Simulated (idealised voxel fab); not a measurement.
process module | voxel released beams
cross-section cut | 210 nm wide | cells 5 nm
A cross-section is a grid of square cells, given in bands from the top down. A band is one or more rows of cells.
Each band's line starts with the height of the band's top and of its bottom, in nm. Then come its materials from left to right, each with its width in nm. One material with "throughout" fills the band from edge to edge. "air" is empty space.
Height 0 is the level under which the wafer as received is all one material. The lowest band goes on downwards, as in "0 down".
A width such as "30 to 40" changes by the same amount from each row of cells to the next, from the band's top row to its bottom row.
"no change" after a step means that no cell of the cross-section changed.
closed voids: empty space of 8 cells or more with no open way to the top, each as width x height at its distance from the left edge, in nm
after a step's settings: what the simulator itself notes on the step
overlay nm, on a step with a mask: how far to the right of its planned place the mask lay; to the left if negative
plan
1 op RECEIVE | material Si
2 op CONFORMAL_DEP | material SiN | thk nm 10
3 op DIRECTIONAL_DEP | material SiO2 | thk nm 15
4 op DIRECTIONAL_DEP | material aC | thk nm 15
5 op PATTERN | tone open | mask id ANCHOR | material resist | width nm 45 | thk nm 30 | overlay nm 0
6 op DIRECTIONAL_ETCH | etch materials aC | depth nm 15
7 op STRIP | etch materials resist
8 op DIRECTIONAL_ETCH | etch materials SiO2 | depth nm 15
9 op STRIP | etch materials aC
10 op CONFORMAL_DEP | material W | thk nm 15
11 op DIRECTIONAL_DEP | material aC | thk nm 15
12 op PATTERN | tone cover | mask id BEAM | material resist | width nm 120 | thk nm 35 | overlay nm 0
13 op DIRECTIONAL_ETCH | etch materials aC | depth nm 15
14 op STRIP | etch materials resist
15 op DIRECTIONAL_ETCH | etch materials W | depth nm 15
16 op STRIP | etch materials aC
17 op STRIP | etch materials SiO2
as received, after step 1
  0 down: Si throughout
  closed voids: none
first wafer at the end, as planned
  40 to 25: air 40 | W 20 | air 15 | W 85 | air 50
  25 to 10: air 45 | W 45 | air 120
  10 to 0: SiN throughout
  0 down: Si throughout
  closed voids: none
second wafer at the end: like start, like plan, one mistake
  40 to 25: air 35 | W 25 | air 15 | W 80 | air 55
  25 to 10: air 45 | W 45 | air 120
  10 to 0: SiN throughout
  0 down: Si throughout
  closed voids: none
what went wrong: step 12 ran as: op PATTERN | tone cover | mask id BEAM | material resist | width nm 120 | thk nm 35 | overlay nm -5
at the end the second wafer has, in cells: as many of each material as the first, in other places
